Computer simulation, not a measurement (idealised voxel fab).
process module | voxel self aligned vias
cross-section cut | 270 nm wide | cells 5 nm
A cross-section is a grid of square cells, given in bands from the top down. A band is one or more rows of cells.
Each band's line starts with the height of the band's top and of its bottom, in nm. Then come its materials from left to right, each with its width in nm. One material with "throughout" fills the band from edge to edge. "air" is empty space.
Height 0 is the level under which the wafer as received is all one material. The lowest band goes on downwards, as in "0 down".
A width such as "30 to 40" changes by the same amount from each row of cells to the next, from the band's top row to its bottom row.
"no change" after a step means that no cell of the cross-section changed.
closed voids: empty space of 8 cells or more with no open way to the top, each as width x height at its distance from the left edge, in nm
after a step's settings: what the simulator itself notes on the step
overlay nm, on a step with a mask: how far to the right of its planned place the mask lay; to the left if negative
plan
1 op RECEIVE | material Si
2 op CONFORMAL_DEP | material SiO2 | thk nm 15
3 op CONFORMAL_DEP | material SiCN | thk nm 5
4 op DIRECTIONAL_DEP | material lowk | thk nm 30
5 op DIRECTIONAL_DEP | material aC | thk nm 10
6 op PATTERN | tone open | mask id LINES | material resist | width nm 20 | pitch nm 50 | thk nm 30 | overlay nm 0
7 op DIRECTIONAL_ETCH | etch materials aC | depth nm 10
8 op STRIP | etch materials resist
9 op DIRECTIONAL_ETCH | etch materials lowk | depth nm 30
10 op STRIP | etch materials aC
11 op CONFORMAL_DEP | material TiN | thk nm 5
12 op FILL_DEP | material Ru | thk nm 10
13 op CMP | height nm 50
14 op SELECTIVE_ETCH | etch materials W Ru TiN | depth nm 10
15 op FILL_DEP | material SiN | thk nm 5
16 op CMP | height nm 50
17 op DIRECTIONAL_DEP | material lowk | thk nm 20
18 op DIRECTIONAL_DEP | material aC | thk nm 15
19 op PATTERN | tone open | mask id VIAS | material resist | width nm 30 | pitch nm 50 | thk nm 35 | overlay nm 0
20 op DIRECTIONAL_ETCH | etch materials aC | depth nm 15
21 op STRIP | etch materials resist
22 op DIRECTIONAL_ETCH | etch materials lowk | depth nm 20
23 op DIRECTIONAL_ETCH | etch materials SiN | depth nm 10
24 op STRIP | etch materials aC
25 op CONFORMAL_DEP | material TiN | thk nm 5
26 op FILL_DEP | material W | thk nm 10
27 op CMP | height nm 70
28 op CONFORMAL_DEP | material SiN | thk nm 5
first wafer, as planned
as received, after step 1
  0 down: Si throughout
  closed voids: none
after step 2
  15 to 0: SiO2 throughout
  below 0: unchanged
after step 3
  20 to 15: SiCN throughout
  below 15: unchanged
after step 4
  50 to 20: lowk throughout
  below 20: unchanged
after step 5
  60 to 50: aC throughout
  below 50: unchanged
after step 6
  90 to 60: resist 100 | air 20 | resist 30 | air 20 | resist 100
  below 60: unchanged
after step 7
  80 to 60: resist 100 | air 20 | resist 30 | air 20 | resist 100
  60 to 50: aC 100 | air 20 | aC 30 | air 20 | aC 100
  below 50: unchanged
after step 8
  60 to 50: aC 100 | air 20 | aC 30 | air 20 | aC 100
  below 50: unchanged
after step 9
  60 to 50: aC 100 | air 20 | aC 30 | air 20 | aC 100
  50 to 20: lowk 100 | air 20 | lowk 30 | air 20 | lowk 100
  below 20: unchanged
after step 10
  50 to 20: lowk 100 | air 20 | lowk 30 | air 20 | lowk 100
  below 20: unchanged
after step 11
  55 to 50: TiN 105 | air 10 | TiN 40 | air 10 | TiN 105
  50 to 25: lowk 100 | TiN 5 | air 10 | TiN 5 | lowk 30 | TiN 5 | air 10 | TiN 5 | lowk 100
  25 to 20: lowk 100 | TiN 20 | lowk 30 | TiN 20 | lowk 100
  below 20: unchanged
after step 12
  65 to 55: Ru throughout
  55 to 50: TiN 105 | Ru 10 | TiN 40 | Ru 10 | TiN 105
  50 to 25: lowk 100 | TiN 5 | Ru 10 | TiN 5 | lowk 30 | TiN 5 | Ru 10 | TiN 5 | lowk 100
  below 25: unchanged
after step 13
  50 to 25: lowk 100 | TiN 5 | Ru 10 | TiN 5 | lowk 30 | TiN 5 | Ru 10 | TiN 5 | lowk 100
  below 25: unchanged
after step 14
  50 to 40: lowk 100 | air 20 | lowk 30 | air 20 | lowk 100
  below 40: unchanged
after step 15
  55 to 50: SiN throughout
  50 to 40: lowk 100 | SiN 20 | lowk 30 | SiN 20 | lowk 100
  below 40: unchanged
after step 16
  50 to 40: lowk 100 | SiN 20 | lowk 30 | SiN 20 | lowk 100
  below 40: unchanged
after step 17
  70 to 50: lowk throughout
  below 50: unchanged
after step 18
  85 to 70: aC throughout
  below 70: unchanged
after step 19
  120 to 85: resist 95 | air 30 | resist 20 | air 30 | resist 95
  below 85: unchanged
after step 20
  105 to 85: resist 95 | air 30 | resist 20 | air 30 | resist 95
  85 to 70: aC 95 | air 30 | aC 20 | air 30 | aC 95
  below 70: unchanged
after step 21
  85 to 70: aC 95 | air 30 | aC 20 | air 30 | aC 95
  below 70: unchanged
after step 22
  85 to 70: aC 95 | air 30 | aC 20 | air 30 | aC 95
  70 to 50: lowk 95 | air 30 | lowk 20 | air 30 | lowk 95
  below 50: unchanged
after step 23
  85 to 70: aC 95 | air 30 | aC 20 | air 30 | aC 95
  70 to 50: lowk 95 | air 30 | lowk 20 | air 30 | lowk 95
  50 to 40: lowk 100 | air 20 | lowk 30 | air 20 | lowk 100
  below 40: unchanged
after step 24
  70 to 50: lowk 95 | air 30 | lowk 20 | air 30 | lowk 95
  below 50: unchanged
after step 25
  75 to 70: TiN 100 | air 20 | TiN 30 | air 20 | TiN 100
  70 to 55: lowk 95 | TiN 5 | air 20 | TiN 5 | lowk 20 | TiN 5 | air 20 | TiN 5 | lowk 95
  55 to 45: lowk 95 to 100 | TiN 10 to 5 | air 10 | TiN 10 to 5 | lowk 20 to 30 | TiN 10 to 5 | air 10 | TiN 10 to 5 | lowk 95 to 100
  45 to 40: lowk 100 | TiN 20 | lowk 30 | TiN 20 | lowk 100
  below 40: unchanged
after step 26
  85 to 75: W throughout
  75 to 70: TiN 100 | W 20 | TiN 30 | W 20 | TiN 100
  70 to 55: lowk 95 | TiN 5 | W 20 | TiN 5 | lowk 20 | TiN 5 | W 20 | TiN 5 | lowk 95
  55 to 45: lowk 95 to 100 | TiN 10 to 5 | W 10 | TiN 10 to 5 | lowk 20 to 30 | TiN 10 to 5 | W 10 | TiN 10 to 5 | lowk 95 to 100
  below 45: unchanged
after step 27
  70 to 55: lowk 95 | TiN 5 | W 20 | TiN 5 | lowk 20 | TiN 5 | W 20 | TiN 5 | lowk 95
  below 55: unchanged
after step 28
  75 to 70: SiN throughout
  below 70: unchanged
second wafer: like start, like plan, one mistake. Through step 5 it matches the first wafer
when step 6 should have ended
  90 to 60: resist 95 | air 30 | resist 20 | air 30 | resist 95
  below 60: unchanged
when step 7 should have ended
  80 to 60: resist 95 | air 30 | resist 20 | air 30 | resist 95
  60 to 50: aC 95 | air 30 | aC 20 | air 30 | aC 95
  below 50: unchanged
when step 8 should have ended
  60 to 50: aC 95 | air 30 | aC 20 | air 30 | aC 95
  below 50: unchanged
when step 9 should have ended
  60 to 50: aC 95 | air 30 | aC 20 | air 30 | aC 95
  50 to 20: lowk 95 | air 30 | lowk 20 | air 30 | lowk 95
  below 20: unchanged
when step 10 should have ended
  50 to 20: lowk 95 | air 30 | lowk 20 | air 30 | lowk 95
  below 20: unchanged
when step 11 should have ended
  55 to 50: TiN 100 | air 20 | TiN 30 | air 20 | TiN 100
  50 to 25: lowk 95 | TiN 5 | air 20 | TiN 5 | lowk 20 | TiN 5 | air 20 | TiN 5 | lowk 95
  25 to 20: lowk 95 | TiN 30 | lowk 20 | TiN 30 | lowk 95
  below 20: unchanged
when step 12 should have ended
  65 to 55: Ru throughout
  55 to 50: TiN 100 | Ru 20 | TiN 30 | Ru 20 | TiN 100
  50 to 25: lowk 95 | TiN 5 | Ru 20 | TiN 5 | lowk 20 | TiN 5 | Ru 20 | TiN 5 | lowk 95
  below 25: unchanged
when step 13 should have ended
  50 to 25: lowk 95 | TiN 5 | Ru 20 | TiN 5 | lowk 20 | TiN 5 | Ru 20 | TiN 5 | lowk 95
  below 25: unchanged
when step 14 should have ended
  50 to 40: lowk 95 | air 30 | lowk 20 | air 30 | lowk 95
  below 40: unchanged
when step 15 should have ended
  55 to 50: SiN throughout
  50 to 40: lowk 95 | SiN 30 | lowk 20 | SiN 30 | lowk 95
  below 40: unchanged
when step 16 should have ended
  50 to 40: lowk 95 | SiN 30 | lowk 20 | SiN 30 | lowk 95
  below 40: unchanged
when step 17 should have ended
  70 to 50: lowk throughout
  below 50: unchanged
when step 18 should have ended
  85 to 70: aC throughout
  below 70: unchanged
when step 19 should have ended
  120 to 85: resist 95 | air 30 | resist 20 | air 30 | resist 95
  below 85: unchanged
when step 20 should have ended
  105 to 85: resist 95 | air 30 | resist 20 | air 30 | resist 95
  85 to 70: aC 95 | air 30 | aC 20 | air 30 | aC 95
  below 70: unchanged
when step 21 should have ended
  85 to 70: aC 95 | air 30 | aC 20 | air 30 | aC 95
  below 70: unchanged
when step 22 should have ended
  85 to 70: aC 95 | air 30 | aC 20 | air 30 | aC 95
  70 to 50: lowk 95 | air 30 | lowk 20 | air 30 | lowk 95
  below 50: unchanged
when step 23 should have ended
  85 to 70: aC 95 | air 30 | aC 20 | air 30 | aC 95
  70 to 40: lowk 95 | air 30 | lowk 20 | air 30 | lowk 95
  below 40: unchanged
when step 24 should have ended
  70 to 40: lowk 95 | air 30 | lowk 20 | air 30 | lowk 95
  below 40: unchanged
when step 25 should have ended
  75 to 70: TiN 100 | air 20 | TiN 30 | air 20 | TiN 100
  70 to 45: lowk 95 | TiN 5 | air 20 | TiN 5 | lowk 20 | TiN 5 | air 20 | TiN 5 | lowk 95
  45 to 40: lowk 95 | TiN 30 | lowk 20 | TiN 30 | lowk 95
  below 40: unchanged
when step 26 should have ended
  85 to 75: W throughout
  75 to 70: TiN 100 | W 20 | TiN 30 | W 20 | TiN 100
  70 to 45: lowk 95 | TiN 5 | W 20 | TiN 5 | lowk 20 | TiN 5 | W 20 | TiN 5 | lowk 95
  below 45: unchanged
when step 27 should have ended
  70 to 45: lowk 95 | TiN 5 | W 20 | TiN 5 | lowk 20 | TiN 5 | W 20 | TiN 5 | lowk 95
  below 45: unchanged
when step 28 should have ended
  75 to 70: SiN throughout
  below 70: unchanged
what went wrong: step 6 ran as: op PATTERN | tone open | mask id LINES | material resist | width nm 30 | pitch nm 50 | thk nm 30 | overlay nm 0
at the end the second wafer has, in cells: 12 more of Ru | 4 more of TiN | 8 more of W | 24 fewer of lowk
